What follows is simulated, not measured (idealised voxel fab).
Process module, titled voxel ribs on slabs
This is section cut - it's 140 nm across, gridded in 5 nm square cells.
Think of the cross-section as a grid of square cells. We describe it in bands, top to bottom, and each band covers one or more rows of those cells. This entry defines a band. It first specifies the height of the band's top and the height of its bottom in nm, and then specifies the band's materials from left to right, stating each material with its width in nm. The word "all across" identifies a single material that fills the band from edge to edge, while the word "empty" identifies empty space. A quick word on heights: they are counted from 0, and under that level the wafer as it came to us is one material throughout. The lowest band is different from the rest in having no bottom; it simply continues downward, written as in "0..down". Top row gets the first number, bottom row gets the second, and each row in between changes by the same step: that is how a band width like "30->40" works. For the purposes of this document, the phrase "changes: none" attached to a step denotes that no cell within the cross-section was modified by that step. Entry "Trapped voids" = empty spaces >= 8 cells with no open way to the top; each as width x height at distance, distance from left edge, all nm. Step line, after settings: the simulator's comment on this step. The optional step-line setting "overlay nm" applies to steps with a mask and quantifies how far to the right of its planned location the mask lay, a negative value indicating leftward placement.
Below is the list of planned process steps:
1: RECEIVE,material Si
2: DIRECTIONAL_DEP,material SiO2,thk nm 25
3: DIRECTIONAL_DEP,material polySi,thk nm 25
4: MASKED_ETCH,tone cover,mask id RIB,width nm 25,etch materials polySi,depth nm 20,overlay nm 0
5: MASKED_ETCH,tone cover,mask id SLAB,width nm 85,etch materials polySi,depth nm 5,overlay nm 0
6: FILL_DEP,material SiO2,thk nm 15
7: CMP,height nm 60
8: DIRECTIONAL_DEP,material TiN,thk nm 10
9: MASKED_ETCH,tone cover,mask id HEATER,width nm 35,etch materials TiN,depth nm 10,overlay nm 0
10: CONFORMAL_DEP,material SiO2,thk nm 5
Wafer as received: cross-section following step 1:
- 0..down: Si all across
- Trapped voids: none
Here's the cross-section of the first of our two wafers at the end of the module - it ran as planned:
- 75..70: empty 45 | SiO2 45 | empty 50
- 70..65: empty 45 | SiO2 5 | TiN 35 | SiO2 5 | empty 50
- 65..60: SiO2 50 | TiN 35 | SiO2 55
- 60..50: SiO2 all across
- 50..30: SiO2 55 | polySi 25 | SiO2 60
- 30..25: SiO2 25 | polySi 85 | SiO2 30
- 25..0: SiO2 all across
- 0..down: Si all across
- Trapped voids: none
Second of two wafers, module complete, sectioned: it shares the first wafer's start and plan but was run with one mistake:
- 70..60: empty 50 | TiN 35 | empty 55
- 60..50: SiO2 all across
- 50..30: SiO2 55 | polySi 25 | SiO2 60
- 30..25: SiO2 25 | polySi 85 | SiO2 30
- 25..0: SiO2 all across
- 0..down: Si all across
- Trapped voids: none
Plan not followed: plan step 10 skipped
It is noted that, at the conclusion of processing, the second wafer exhibits a higher or lower cell count for certain materials relative to the first: 32 fewer of SiO2
